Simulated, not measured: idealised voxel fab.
You're looking at the process module voxel ribs on slabs.
The width of the displayed cross-section, cut, is 275 nm; its cells are square, with a size of 5 nm.
Square cells in a grid make up a cross-section in this document, and the grid is given as bands, listed from the top down, each one or more rows of cells.
Each band's line starts with the height of the band's top and of its bottom, in nm. Then come its materials from left to right, each with its width in nm. One material with "full width" fills the band from edge to edge. "empty" is empty space.
Heights are measured from 0, the level below which the as-received wafer is all one material; the lowest band has no bottom and continues downward, written as in "0 -> down".
Top row gets the first number, bottom row gets the second, and each row in between changes by the same step: that is how a band width like "30..40" works.
It should be understood that the words "everything unchanged", when stated for a given step, signify that the cross-section underwent no change in any of its cells during that step.
"Voids, enclosed": sealed empty spaces, 8 cells or more, no open way to top, listed width x height at distance, with distance from the left edge and width, height and distance in nm.
Where a step's line continues beyond its settings, the continuation is a remark by the simulator itself on that step.
overlay nm: mask right of planned place by this much (step with mask). Neg. = left.

-- The following list gives the planned process steps
1. RECEIVE, material Si
2. DIRECTIONAL_DEP, material SiO2, thk nm 25
3. DIRECTIONAL_DEP, material SiN, thk nm 20
4. PATTERN, tone cover, mask id RIB, material resist, width nm 25, thk nm 15, overlay nm 0
5. DIRECTIONAL_ETCH, etch materials SiN, depth nm 20
6. STRIP, etch materials resist
7. MASKED_ETCH, tone cover, mask id SLAB, width nm 85, etch materials SiN, depth nm 5, overlay nm 0
8. FILL_DEP, material SiO2, thk nm 25
9. CMP, height nm 70
10. DIRECTIONAL_DEP, material W, thk nm 5
11. MASKED_ETCH, tone cover, mask id HEATER, width nm 35, etch materials W, depth nm 5, overlay nm 0
12. CONFORMAL_DEP, material SiO2, thk nm 10
Variable across wafers: step 3 thk nm (plan value is that of the first wafer; starting state common to all).

-- Incoming state of the first of several wafers in cross-section: after step 1
> 0 -> down  Si full width
> Voids, enclosed: none

-- Per-wafer rows below. For each material: cells gained (+) or lost (-) since the wafer was received, as of end of module. Then: closed voids
thk nm 20, +20 SiN, +864 SiO2, +7 W, Voids, enclosed: none
thk nm 25, +37 SiN, +847 SiO2, +7 W, Voids, enclosed: none
thk nm 30, +92 SiN, +792 SiO2, +7 W, Voids, enclosed: none
thk nm 35, +147 SiN, +737 SiO2, +7 W, Voids, enclosed: none
thk nm 40, +202 SiN, +682 SiO2, +7 W, Voids, enclosed: none
